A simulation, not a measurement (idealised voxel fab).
Process module heading - voxel gate over fins
Cross-sectional view cut (width: 240 nm; square cell size: 5 nm).
Square cells in a grid make up a cross-section in this document, and the grid is given as bands, listed from the top down, each one or more rows of cells. The entry gives the band's vertical extent as a top height and a bottom height in nm, then its horizontal make-up as materials from left to right, each with a width in nm. "empty" stands for empty space; a single material marked "edge to edge" fills the band edge to edge. Beneath 0, the wafer as received is one material, and that level is where height counting begins. The lowest band goes on downward without a bottom; it is written like "z 0 and below". When a width is written as two numbers, as in "30 to 40", the first number is the width in the top row of cells of the band and the second is the width in its bottom row, and the width changes by the same amount from each row to the next. Step marked "no change"? Then no cell in the cross-section changed in it. In "Closed internal cavities" the enclosed voids are listed, meaning empty spaces of 8 cells or larger without any opening to the top. The form is width x height at distance, distance from the left edge, units nm. Where a step's line continues beyond its settings, the continuation is a remark by the simulator itself on that step. If you see "overlay nm" on a step's line and that step has a mask, it's telling you how far right of where it was planned the mask ended up; a negative number means it went left instead.

Plan:
- 1: RECEIVE,material Si
- 2: CONFORMAL_DEP,material SiN,thk nm 5
- 3: PATTERN,tone cover,mask id FINS,material resist,width nm 15,pitch nm 55,thk nm 20,overlay nm 0
- 4: DIRECTIONAL_ETCH,etch materials SiN,depth nm 5
- 5: DIRECTIONAL_ETCH,etch materials Si,depth nm 35
- 6: STRIP,etch materials resist
- 7: OXIDIZE,depth nm 5
- 8: FILL_DEP,material SiO2,thk nm 15
- 9: CMP,height nm 5
- 10: MASKED_ETCH,tone open,mask id RAIL,width nm 15,etch materials SiO2,depth nm 35,overlay nm 0
- 11: CONFORMAL_DEP,material TiN,thk nm 5
- 12: FILL_DEP,material Ru,thk nm 10
- 13: CMP,height nm 5
- 14: SELECTIVE_ETCH,etch materials W Ru TiN,depth nm 25
- 15: FILL_DEP,material SiO2,thk nm 5
- 16: CMP,height nm 5
- 17: SELECTIVE_ETCH,etch materials SiO2,depth nm 15
- 18: STRIP,etch materials SiN
- 19: CONFORMAL_DEP,material HfO2,thk nm 5
- 20: CONFORMAL_DEP,material TiN,thk nm 5
- 21: CONFORMAL_DEP,material TiAl,thk nm 5
- 22: CONFORMAL_DEP,material TiN,thk nm 5
- 23: FILL_DEP,material W,thk nm 10
- 24: CMP,height nm 25
- 25: CONFORMAL_DEP,material SiCN,thk nm 10

Delivered wafer in cross-section: state after step 1:
> z 0 and below  Si edge to edge
> Closed internal cavities: none

End-of-module cross-section of the first of two wafers, processed as planned:
> z 35 to 25  SiCN edge to edge
> z 25 to 20  W edge to edge
> z 20 to 15  W=70; TiN=45; W=10; TiN=45; W=70
> z 15 to 10  W=70; TiN=5; TiAl=35; TiN=5; W=10; TiN=5; TiAl=35; TiN=5; W=70
> z 10 to 5  TiN=75; TiAl=5; TiN=25; TiAl=5; TiN=20; TiAl=5; TiN=25; TiAl=5; TiN=75
> z 5 to 0  TiAl=80; TiN=5; HfO2=15; TiN=5; TiAl=30; TiN=5; HfO2=15; TiN=5; TiAl=80
> z 0 to -5  TiN=85; HfO2=5; Si=5; HfO2=5; TiN=40; HfO2=5; Si=5; HfO2=5; TiN=85
> z -5 to -10  HfO2=90; Si=5; HfO2=50; Si=5; HfO2=90
> z -10 to -20  SiO2=90; Si=5; SiO2=50; Si=5; SiO2=90
> z -20 to -25  SiO2=90; Si=5; SiO2=15; TiN=5; Ru=5; TiN=5; SiO2=20; Si=5; SiO2=90
> z -25 to -30  SiO2=90; Si=5; SiO2=15; TiN=15; SiO2=20; Si=5; SiO2=90
> z -30 to -40  SiO2=90; Si=5; SiO2=50; Si=5; SiO2=90
> z -40 and below  Si edge to edge
> Closed internal cavities: none

Cross-section of the latter of the two wafers at module completion. It had an identical start and an identical plan to the former; in running it, one mistake was made:
> z 35 to 20  W edge to edge
> z 20 to 15  W=70; TiN=45; W=10; TiN=45; W=70
> z 15 to 10  W=70; TiN=5; TiAl=35; TiN=5; W=10; TiN=5; TiAl=35; TiN=5; W=70
> z 10 to 5  TiN=75; TiAl=5; TiN=25; TiAl=5; TiN=20; TiAl=5; TiN=25; TiAl=5; TiN=75
> z 5 to 0  TiAl=80; TiN=5; HfO2=15; TiN=5; TiAl=30; TiN=5; HfO2=15; TiN=5; TiAl=80
> z 0 to -5  TiN=85; HfO2=5; Si=5; HfO2=5; TiN=40; HfO2=5; Si=5; HfO2=5; TiN=85
> z -5 to -10  HfO2=90; Si=5; HfO2=50; Si=5; HfO2=90
> z -10 to -20  SiO2=90; Si=5; SiO2=50; Si=5; SiO2=90
> z -20 to -25  SiO2=90; Si=5; SiO2=15; TiN=5; Ru=5; TiN=5; SiO2=20; Si=5; SiO2=90
> z -25 to -30  SiO2=90; Si=5; SiO2=15; TiN=15; SiO2=20; Si=5; SiO2=90
> z -30 to -40  SiO2=90; Si=5; SiO2=50; Si=5; SiO2=90
> z -40 and below  Si edge to edge
> Closed internal cavities: none
Finding, execution versus plan: the process deviated at step 25: the operation and settings actually run there were CONFORMAL_DEP,material W,thk nm 10
Final tally in cells, some materials are higher or lower on the second wafer than on the first: 96 fewer of SiCN; 96 more of W
